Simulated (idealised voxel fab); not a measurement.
process module | voxel trench capacitor
cross-section cut | 275 nm wide | cells 5 nm
A cross-section is a grid of square cells, given in bands from the top down. A band is one or more rows of cells.
Each band's line starts with the height of the band's top and of its bottom, in nm. Then come its materials from left to right, each with its width in nm. One material with "throughout" fills the band from edge to edge. "air" is empty space.
Height 0 is the level under which the wafer as received is all one material. The lowest band goes on downwards, as in "0 down".
A width such as "30 to 40" changes by the same amount from each row of cells to the next, from the band's top row to its bottom row.
"no change" after a step means that no cell of the cross-section changed.
closed voids: empty space of 8 cells or more with no open way to the top, each as width x height at its distance from the left edge, in nm
after a step's settings: what the simulator itself notes on the step
overlay nm, on a step with a mask: how far to the right of its planned place the mask lay; to the left if negative
plan
1 op RECEIVE | material Si
2 op CONFORMAL_DEP | material SiN | thk nm 10
3 op PATTERN | tone open | mask id TRENCH | material resist | width nm 20 | pitch nm 50 | thk nm 15 | overlay nm 0
4 op DIRECTIONAL_ETCH | etch materials SiN | depth nm 10
5 op DIRECTIONAL_ETCH | etch materials Si | depth nm 30
6 op STRIP | etch materials resist
7 op CONFORMAL_DEP | material Al2O3 | thk nm 5
8 op FILL_DEP | material polySi | thk nm 10
9 op CMP | height nm 10
first wafer, as planned
as received, after step 1
  0 down: Si throughout
  closed voids: none
after step 2
  10 to 0: SiN throughout
  below 0: unchanged
after step 3
  25 to 10: resist 100 | air 20 | resist 30 | air 20 | resist 105
  below 10: unchanged
after step 4
  25 to 10: resist 100 | air 20 | resist 30 | air 20 | resist 105
  10 to 0: SiN 100 | air 20 | SiN 30 | air 20 | SiN 105
  below 0: unchanged
after step 5
  25 to 10: resist 100 | air 20 | resist 30 | air 20 | resist 105
  10 to 0: SiN 100 | air 20 | SiN 30 | air 20 | SiN 105
  0 to -30: Si 100 | air 20 | Si 30 | air 20 | Si 105
  below -30: unchanged
after step 6
  10 to 0: SiN 100 | air 20 | SiN 30 | air 20 | SiN 105
  below 0: unchanged
after step 7
  15 to 10: Al2O3 105 | air 10 | Al2O3 40 | air 10 | Al2O3 110
  10 to 0: SiN 100 | Al2O3 5 | air 10 | Al2O3 5 | SiN 30 | Al2O3 5 | air 10 | Al2O3 5 | SiN 105
  0 to -25: Si 100 | Al2O3 5 | air 10 | Al2O3 5 | Si 30 | Al2O3 5 | air 10 | Al2O3 5 | Si 105
  -25 to -30: Si 100 | Al2O3 20 | Si 30 | Al2O3 20 | Si 105
  below -30: unchanged
after step 8
  25 to 15: polySi throughout
  15 to 10: Al2O3 105 | polySi 10 | Al2O3 40 | polySi 10 | Al2O3 110
  10 to 0: SiN 100 | Al2O3 5 | polySi 10 | Al2O3 5 | SiN 30 | Al2O3 5 | polySi 10 | Al2O3 5 | SiN 105
  0 to -25: Si 100 | Al2O3 5 | polySi 10 | Al2O3 5 | Si 30 | Al2O3 5 | polySi 10 | Al2O3 5 | Si 105
  below -25: unchanged
after step 9
  10 to 0: SiN 100 | Al2O3 5 | polySi 10 | Al2O3 5 | SiN 30 | Al2O3 5 | polySi 10 | Al2O3 5 | SiN 105
  below 0: unchanged
second wafer: like start, like plan, one mistake. Through step 8 it matches the first wafer
when step 9 should have ended
  20 to 15: polySi throughout
  below 15: unchanged
what went wrong: step 9 ran as: op CMP | height nm 20
at the end the second wafer has, in cells: 51 more of Al2O3 | 59 more of polySi
